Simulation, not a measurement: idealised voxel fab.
Herein follows the process module entitled voxel gate over fins.
Each square cell in cross-section cut measures 5 nm, and the section as a whole is 215 nm wide.
Reading order for cross-sections: top band down to bottom band. Underlying form: a grid of square cells. Band size: one or more rows of cells.
Quick guide to a band line: top height, bottom height (nm) up front; then every material left to right with its width in nm. Only one material and it's marked "all across"? Then it fills the band edge to edge. And "blank" just means empty space.
Measure heights from 0. That's the level where, below it, the as-received wafer is all one material. The lowest band is bottomless and extends downward; write it as in "top 0, no bottom".
Quick explanation for "30 to 40": the width changes in equal steps down the rows of cells, from the first number in the band's top row to the second number in its bottom row.
It should be understood that the words "same as before", when stated for a given step, signify that the cross-section underwent no change in any of its cells during that step.
Sealed void inventory: empty space of 8 cells or more with no open way to the top, each as width x height at its distance from the left edge, in nm
If you see something after the settings on a step's line, that's the simulator's own remark about that step.
Steps that use a mask can have "overlay nm" on their line. It says how far the mask sat to the right of where it was meant to be. Negative means to the left.
Set out below are the planned steps of the process:
1: RECEIVE with material Si
2: CONFORMAL_DEP with material SiN, thk nm 10
3: MASKED_ETCH with tone cover, mask id FINS, width nm 15, pitch nm 40, etch materials SiN, depth nm 10, overlay nm 0
4: MASKED_ETCH with tone cover, mask id FINS, width nm 15, pitch nm 40, etch materials Si, depth nm 35, overlay nm 0
5: OXIDIZE with depth nm 5
6: FILL_DEP with material SiO2, thk nm 5
7: CMP with height nm 10
8: SELECTIVE_ETCH with etch materials SiO2, depth nm 20
9: STRIP with etch materials SiN
10: CONFORMAL_DEP with material HfO2, thk nm 5
11: CONFORMAL_DEP with material TiN, thk nm 5
12: CONFORMAL_DEP with material TiAl, thk nm 5
13: CONFORMAL_DEP with material TiN, thk nm 5
14: FILL_DEP with material W, thk nm 10
15: CMP with height nm 25
16: CONFORMAL_DEP with material SiCN, thk nm 10
Cross-section of the wafer at receipt, which is the condition after step 1:
- top 0, no bottom = Si all across
- Sealed void inventory: none
Module complete - cross-section of the first of two wafers, run according to plan:
- top 35, bottom 25 = SiCN all across
- top 25, bottom 20 = W all across
- top 20, bottom 15 = 65 of W; 85 of TiN; 65 of W
- top 15, bottom 10 = 65 of W; 5 of TiN; 35 of TiAl; 5 of TiN; 35 of TiAl; 5 of TiN; 65 of W
- top 10, bottom 5 = 70 of TiN; 5 of TiAl; 25 of TiN; 5 of TiAl; 5 of TiN; 5 of TiAl; 25 of TiN; 5 of TiAl; 70 of TiN
- top 5, bottom 0 = 75 of TiAl; 5 of TiN; 15 of HfO2; 5 of TiN; 15 of TiAl; 5 of TiN; 15 of HfO2; 5 of TiN; 75 of TiAl
- top 0, bottom -5 = 80 of TiN; 5 of HfO2; 5 of Si; 5 of HfO2; 25 of TiN; 5 of HfO2; 5 of Si; 5 of HfO2; 80 of TiN
- top -5, bottom -10 = 85 of HfO2; 5 of Si; 35 of HfO2; 5 of Si; 85 of HfO2
- top -10, bottom -40 = 85 of SiO2; 5 of Si; 35 of SiO2; 5 of Si; 85 of SiO2
- top -40, no bottom = Si all across
- Sealed void inventory: none
Wafer two cross-section, module end. Start and plan unchanged from wafer one; one mistake made during the run:
- top 35, bottom 25 = SiCN all across
- top 25, bottom 20 = W all across
- top 20, bottom 15 = 65 of W; 90 of TiN; 60 of W
- top 15, bottom 10 = 65 of W; 5 of TiN; 80 of TiAl; 5 of TiN; 60 of W
- top 10, bottom 5 = 70 of TiN; 5 of TiAl; 30 of TiN; 10 of TiAl; 30 of TiN; 5 of TiAl; 65 of TiN
- top 5, bottom 0 = 75 of TiAl; 5 of TiN; 20 of HfO2; 5 of TiN; 10 of TiAl; 5 of TiN; 20 of HfO2; 5 of TiN; 70 of TiAl
- top 0, bottom -5 = 80 of TiN; 5 of HfO2; 10 of Si; 5 of HfO2; 20 of TiN; 5 of HfO2; 10 of Si; 5 of HfO2; 75 of TiN
- top -5, bottom -10 = 85 of HfO2; 10 of Si; 30 of HfO2; 10 of Si; 80 of HfO2
- top -10, bottom -40 = 85 of SiO2; 10 of Si; 30 of SiO2; 10 of Si; 80 of SiO2
- top -40, no bottom = Si all across
- Sealed void inventory: none
Where did the run depart from the plan? note that step 3 departed from the planned setting and was carried out as MASKED_ETCH with tone cover, mask id FINS, width nm 20, pitch nm 40, etch materials SiN, depth nm 10, overlay nm 0
Final cells, second wafer relative to first, materials higher or lower: +16 Si | -12 SiO2 | -2 TiN | -2 W
